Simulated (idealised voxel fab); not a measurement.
The process module that follows is named voxel spacer lines.
For reference, the cross-section in this document is cut, with width 195 nm and square cells of 5 nm.
In this document a cross-section is written as a grid of square cells. It is given as a series of bands, listed from the top down, and a band is one or more rows of cells. Within each band entry, the heights of the top and of the bottom of the band appear first, in that order and in nm; the materials of the band then follow from left to right, each with its corresponding width in nm. The designation "everywhere" on a single material indicates that it fills the band from edge to edge; the designation "empty" indicates empty space. Height is counted from the level 0, under which the received wafer is composed throughout of one material. The lowest of the bands is not closed at the bottom but continues downward, in the notation "top 0, no bottom". You'd read "30..40" like this: the band's top row of cells is as wide as the first number, its bottom row is as wide as the second, and going down, every row changes width by the same amount as the row before did. "all unchanged" (step): cross-section cells unchanged, all of them. The label "Cavities, closed" introduces a list of the empty spaces, 8 cells or larger, that have no open way up to the top; each entry in it reads width x height at distance, where the distance is taken from the left edge and all three are stated in nm. after a step's settings: what the simulator itself notes on the step. overlay nm: step with mask; distance mask lay right of planned place; negative value = left of planned place.

LISTED BELOW ARE THE PROCESS STEPS AS PLANNED
1. RECEIVE [material Si]
2. CONFORMAL_DEP [material Al2O3] [thk nm 10]
3. DIRECTIONAL_DEP [material polySi] [thk nm 10]
4. DIRECTIONAL_DEP [material aC] [thk nm 25]
5. PATTERN [tone cover] [mask id MANDREL] [material resist] [width nm 15] [pitch nm 50] [thk nm 35] [overlay nm 0]
6. DIRECTIONAL_ETCH [etch materials aC] [depth nm 25]
7. STRIP [etch materials resist]
8. CONFORMAL_DEP [material SiO2] [thk nm 10]
9. DIRECTIONAL_ETCH [etch materials SiO2] [depth nm 10]
10. STRIP [etch materials aC]
11. DIRECTIONAL_ETCH [etch materials polySi] [depth nm 10]
12. STRIP [etch materials SiO2]

FIRST WAFER, AS PLANNED

WAFER AT RECEIPT (POST STEP 1), CROSS-SECTION
    top 0, no bottom | Si everywhere
    Cavities, closed: none

CROSS-SECTION: WAFER STATE AFTER STEP 2
    top 10, bottom 0 | Al2O3 everywhere
    Under the height 0 nothing was changed.

CROSS-SECTION: WAFER STATE AFTER STEP 3
    top 20, bottom 10 | polySi everywhere
    Under the height 10 nothing was changed.

CROSS-SECTION: WAFER STATE AFTER STEP 4
    top 45, bottom 20 | aC everywhere
    Under the height 20 nothing was changed.

CROSS-SECTION: WAFER STATE AFTER STEP 5
    top 80, bottom 45 | 40 empty; 15 resist; 35 empty; 15 resist; 35 empty; 15 resist; 40 empty
    Under the height 45 nothing was changed.

CROSS-SECTION: WAFER STATE AFTER STEP 6
    top 55, bottom 45 | 40 empty; 15 resist; 35 empty; 15 resist; 35 empty; 15 resist; 40 empty
    top 45, bottom 20 | 40 empty; 15 aC; 35 empty; 15 aC; 35 empty; 15 aC; 40 empty
    Under the height 20 nothing was changed.

CROSS-SECTION: WAFER STATE AFTER STEP 7
    top 45, bottom 20 | 40 empty; 15 aC; 35 empty; 15 aC; 35 empty; 15 aC; 40 empty
    Under the height 20 nothing was changed.

CROSS-SECTION: WAFER STATE AFTER STEP 8
    top 55, bottom 45 | 30 empty; 35 SiO2; 15 empty; 35 SiO2; 15 empty; 35 SiO2; 30 empty
    top 45, bottom 30 | 30 empty; 10 SiO2; 15 aC; 10 SiO2; 15 empty; 10 SiO2; 15 aC; 10 SiO2; 15 empty; 10 SiO2; 15 aC; 10 SiO2; 30 empty
    top 30, bottom 20 | 40 SiO2; 15 aC; 35 SiO2; 15 aC; 35 SiO2; 15 aC; 40 SiO2
    Under the height 20 nothing was changed.

CROSS-SECTION: WAFER STATE AFTER STEP 9
    top 45, bottom 20 | 30 empty; 10 SiO2; 15 aC; 10 SiO2; 15 empty; 10 SiO2; 15 aC; 10 SiO2; 15 empty; 10 SiO2; 15 aC; 10 SiO2; 30 empty
    Under the height 20 nothing was changed.

CROSS-SECTION: WAFER STATE AFTER STEP 10
    top 45, bottom 20 | 30 empty; 10 SiO2; 15 empty; 10 SiO2; 15 empty; 10 SiO2; 15 empty; 10 SiO2; 15 empty; 10 SiO2; 15 empty; 10 SiO2; 30 empty
    Under the height 20 nothing was changed.

CROSS-SECTION: WAFER STATE AFTER STEP 11
    top 45, bottom 20 | 30 empty; 10 SiO2; 15 empty; 10 SiO2; 15 empty; 10 SiO2; 15 empty; 10 SiO2; 15 empty; 10 SiO2; 15 empty; 10 SiO2; 30 empty
    top 20, bottom 10 | 30 empty; 10 polySi; 15 empty; 10 polySi; 15 empty; 10 polySi; 15 empty; 10 polySi; 15 empty; 10 polySi; 15 empty; 10 polySi; 30 empty
    Under the height 10 nothing was changed.

CROSS-SECTION: WAFER STATE AFTER STEP 12
    top 20, bottom 10 | 30 empty; 10 polySi; 15 empty; 10 polySi; 15 empty; 10 polySi; 15 empty; 10 polySi; 15 empty; 10 polySi; 15 empty; 10 polySi; 30 empty
    Under the height 10 nothing was changed.

SECOND WAFER, SAME STARTING STATE AND PLAN AS THE FIRST, ONE MISTAKE IN THE RUN, IDENTICAL THROUGH STEP 4

X-SECTION, SECOND WAFER, WHEN STEP 5 WAS DUE TO FINISH
    top 80, bottom 45 | 50 empty; 15 resist; 35 empty; 15 resist; 35 empty; 15 resist; 30 empty
    Under the height 45 nothing was changed.

X-SECTION, SECOND WAFER, WHEN STEP 6 WAS DUE TO FINISH
    top 55, bottom 45 | 50 empty; 15 resist; 35 empty; 15 resist; 35 empty; 15 resist; 30 empty
    top 45, bottom 20 | 50 empty; 15 aC; 35 empty; 15 aC; 35 empty; 15 aC; 30 empty
    Under the height 20 nothing was changed.

X-SECTION, SECOND WAFER, WHEN STEP 7 WAS DUE TO FINISH
    top 45, bottom 20 | 50 empty; 15 aC; 35 empty; 15 aC; 35 empty; 15 aC; 30 empty
    Under the height 20 nothing was changed.

X-SECTION, SECOND WAFER, WHEN STEP 8 WAS DUE TO FINISH
    top 55, bottom 45 | 40 empty; 35 SiO2; 15 empty; 35 SiO2; 15 empty; 35 SiO2; 20 empty
    top 45, bottom 30 | 40 empty; 10 SiO2; 15 aC; 10 SiO2; 15 empty; 10 SiO2; 15 aC; 10 SiO2; 15 empty; 10 SiO2; 15 aC; 10 SiO2; 20 empty
    top 30, bottom 20 | 50 SiO2; 15 aC; 35 SiO2; 15 aC; 35 SiO2; 15 aC; 30 SiO2
    Under the height 20 nothing was changed.

X-SECTION, SECOND WAFER, WHEN STEP 9 WAS DUE TO FINISH
    top 45, bottom 20 | 40 empty; 10 SiO2; 15 aC; 10 SiO2; 15 empty; 10 SiO2; 15 aC; 10 SiO2; 15 empty; 10 SiO2; 15 aC; 10 SiO2; 20 empty
    Under the height 20 nothing was changed.

X-SECTION, SECOND WAFER, WHEN STEP 10 WAS DUE TO FINISH
    top 45, bottom 20 | 40 empty; 10 SiO2; 15 empty; 10 SiO2; 15 empty; 10 SiO2; 15 empty; 10 SiO2; 15 empty; 10 SiO2; 15 empty; 10 SiO2; 20 empty
    Under the height 20 nothing was changed.

X-SECTION, SECOND WAFER, WHEN STEP 11 WAS DUE TO FINISH
    top 45, bottom 20 | 40 empty; 10 SiO2; 15 empty; 10 SiO2; 15 empty; 10 SiO2; 15 empty; 10 SiO2; 15 empty; 10 SiO2; 15 empty; 10 SiO2; 20 empty
    top 20, bottom 10 | 40 empty; 10 polySi; 15 empty; 10 polySi; 15 empty; 10 polySi; 15 empty; 10 polySi; 15 empty; 10 polySi; 15 empty; 10 polySi; 20 empty
    Under the height 10 nothing was changed.

X-SECTION, SECOND WAFER, WHEN STEP 12 WAS DUE TO FINISH
    top 20, bottom 10 | 40 empty; 10 polySi; 15 empty; 10 polySi; 15 empty; 10 polySi; 15 empty; 10 polySi; 15 empty; 10 polySi; 15 empty; 10 polySi; 20 empty
    Under the height 10 nothing was changed.
The mistake made against the process plan was this: step 5 ran with different settings than intended, the actual operation and settings being PATTERN [tone cover] [mask id MANDREL] [material resist] [width nm 15] [pitch nm 50] [thk nm 35] [overlay nm 10]
End check, second vs first wafer: material counts in cells match, positions do not.
